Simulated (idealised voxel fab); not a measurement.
The process module that follows is named voxel ribs on slabs.
It is cross-section cut that appears here, measuring 185 nm in width, its square cells being 5 nm in size.
How to read a cross-section here: the picture is a grid of square cells, written as bands going from the top down, and any band can span one or more rows of cells.
A band entry consists of two parts. The first gives the height of the band's top and the height of its bottom, in nm. The rest lists the band's materials from left to right, each with its width in nm. A single material labelled with the word "everywhere" fills the band from edge to edge, and the word "blank" marks empty space.
Note: height 0 marks the level under which the wafer is uniformly one material as received. Lowest band unbounded below, written "0 and below".
The width entry "30..40" should be interpreted row by row: the top row of cells in the band takes the first number, the bottom row takes the second number, and the change between adjacent rows is uniform throughout.
A step reported as "no change occurred" is a step in which no cell of the cross-section changed.
"Sealed-off cavities" enumerates empty spaces isolated from the top, with no open way to it, that contain at least 8 cells, giving each as width x height at distance from the left edge, all three in nm.
Heads up: the bit after the settings on a step's line is the simulator's remark on that step.
Regarding "overlay nm": on a step with a mask, it is the distance the mask lay to the right of its planned place; a negative value places it to the left.
# The steps planned for the process are as follows
| 1 | RECEIVE, material Si |
| 2 | DIRECTIONAL_DEP, material SiO2, thk nm 30 |
| 3 | DIRECTIONAL_DEP, material SiN, thk nm 20 |
| 4 | MASKED_ETCH, tone cover, mask id RIB, width nm 25, etch materials SiN, depth nm 15, overlay nm 0 |
| 5 | MASKED_ETCH, tone cover, mask id SLAB, width nm 75, etch materials SiN, depth nm 5, overlay nm 0 |
| 6 | FILL_DEP, material SiO2, thk nm 25 |
| 7 | CMP, height nm 70 |
| 8 | DIRECTIONAL_DEP, material TiN, thk nm 5 |
| 9 | PATTERN, tone cover, mask id HEATER, material resist, width nm 35, thk nm 20, overlay nm 0 |
| 10 | DIRECTIONAL_ETCH, etch materials TiN, depth nm 5 |
| 11 | STRIP, etch materials resist |
| 12 | CONFORMAL_DEP, material SiN, thk nm 5 |
# Cross-section of the incoming wafer, state after step 1
  0 and below | Si everywhere
  Sealed-off cavities: none
# Looking at the first of two wafers in cross-section at end of module - ran to plan
  80 down to 75 | blank: 70, SiN: 45, blank: 70
  75 down to 70 | SiN: 75, TiN: 35, SiN: 75
  70 down to 50 | SiO2 everywhere
  50 down to 35 | SiO2: 80, SiN: 25, SiO2: 80
  35 down to 30 | SiO2: 55, SiN: 75, SiO2: 55
  30 down to 0 | SiO2 everywhere
  0 and below | Si everywhere
  Sealed-off cavities: none
# Cross-sectional view of the second of two wafers upon completion of the module. This wafer shared its starting condition and process plan with the first; one error was made during its execution
  80 down to 75 | blank: 70, SiN: 45, blank: 70
  75 down to 70 | SiN: 75, TiN: 35, SiN: 75
  70 down to 60 | SiO2: 80..55, SiN: 25..75, SiO2: 80..55
  60 down to 0 | SiO2 everywhere
  0 and below | Si everywhere
  Sealed-off cavities: none
Nonconformance to the process plan: plan step 2 ran twice
Upon completion, the second wafer contains, in terms of cells, a greater or smaller amount of certain materials than the first wafer: SiN: 10 fewer, SiO2: 10 more
